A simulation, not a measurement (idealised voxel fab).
Process module under the name voxel quadruple lines
Xsec cut, 295 nm wide, square cell size 5 nm.
When this document writes out a cross-section, it uses a grid of square cells and lists it as bands, beginning at the top and moving down, with a band standing for one or more rows of cells. Basically the band line says how high the top is and how high the bottom is, in nm, and then what's in it from left to right, every material with its width in nm. Empty space shows up as "blank", and if a single material carries "throughout" it runs the full band edge to edge. Height reference: 0 = level under which incoming wafer is all one material. Lowest band: no bottom, runs on downward, e.g. "z 0 and below". When a width is written as two numbers, as in "30..40", the first number is the width in the top row of cells of the band and the second is the width in its bottom row, and the width changes by the same amount from each row to the next. Basically "everything unchanged" means that step didn't change any cell in the cross-section. If an empty space has no open way to the top and is at least 8 cells in size, "Closed internal voids" lists it, written width x height at distance, where distance is measured from the left edge and every value is in nm. It should be noted that, on the line of a given step, the content following the step's settings is a remark produced by the simulator itself with respect to that step. You can add "overlay nm" to a step's line. For a step with a mask, it describes how far the mask lay to the right of its planned position, and a negative number describes a lay to the left.
[These are the steps we planned for the process]
step 1: RECEIVE (material Si)
step 2: CONFORMAL_DEP (material Al2O3; thk nm 5)
step 3: DIRECTIONAL_DEP (material TiN; thk nm 15)
step 4: DIRECTIONAL_DEP (material polySi; thk nm 10)
step 5: DIRECTIONAL_DEP (material aC; thk nm 20)
step 6: PATTERN (tone cover; mask id MANDREL; material resist; width nm 20; thk nm 30; overlay nm 0)
step 7: DIRECTIONAL_ETCH (etch materials aC; depth nm 20)
step 8: STRIP (etch materials resist)
step 9: CONFORMAL_DEP (material SiO2; thk nm 10)
step 10: DIRECTIONAL_ETCH (etch materials SiO2; depth nm 10)
step 11: STRIP (etch materials aC)
step 12: DIRECTIONAL_ETCH (etch materials polySi; depth nm 20)
step 13: STRIP (etch materials SiO2)
step 14: CONFORMAL_DEP (material SiCN; thk nm 5)
step 15: DIRECTIONAL_ETCH (etch materials SiCN; depth nm 5)
step 16: STRIP (etch materials polySi)
step 17: DIRECTIONAL_ETCH (etch materials TiN; depth nm 15)
step 18: STRIP (etch materials SiCN)
The thk nm used in step 4 is not the same on every wafer, whereas the starting condition is; the value printed in the plan is the first wafer's.
[Cut through the first of several wafers as received, post step 1]
- z 0 and below = Si throughout
- Closed internal voids: none
[End of the module, past its last step, step 18: how the first of several wafers looks in cross-section]
- z 20 to 5 = blank 120  TiN 5  blank 10  TiN 5  blank 10  TiN 5  blank 10  TiN 5  blank 125
- z 5 to 0 = Al2O3 throughout
- z 0 and below = Si throughout
- Closed internal voids: none
[Cross-sectional depiction of the last of several wafers upon completion of the module]
- z 5 to 0 = Al2O3 throughout
- z 0 and below = Si throughout
- Closed internal voids: none
[Heads up, this table goes wafer by wafer. A row tells you, at the end of the module, how many cells of each material that wafer has put on (+) or dropped (-) since it was received, and then its closed voids]
thk nm 10; +59 Al2O3; +12 TiN; Closed internal voids: none
thk nm 15; +59 Al2O3; +12 TiN; Closed internal voids: none
thk nm 20; +59 Al2O3; +12 TiN; Closed internal voids: none
thk nm 25; +59 Al2O3; Closed internal voids: none
thk nm 30; +59 Al2O3; Closed internal voids: none
thk nm 35; +59 Al2O3; Closed internal voids: none
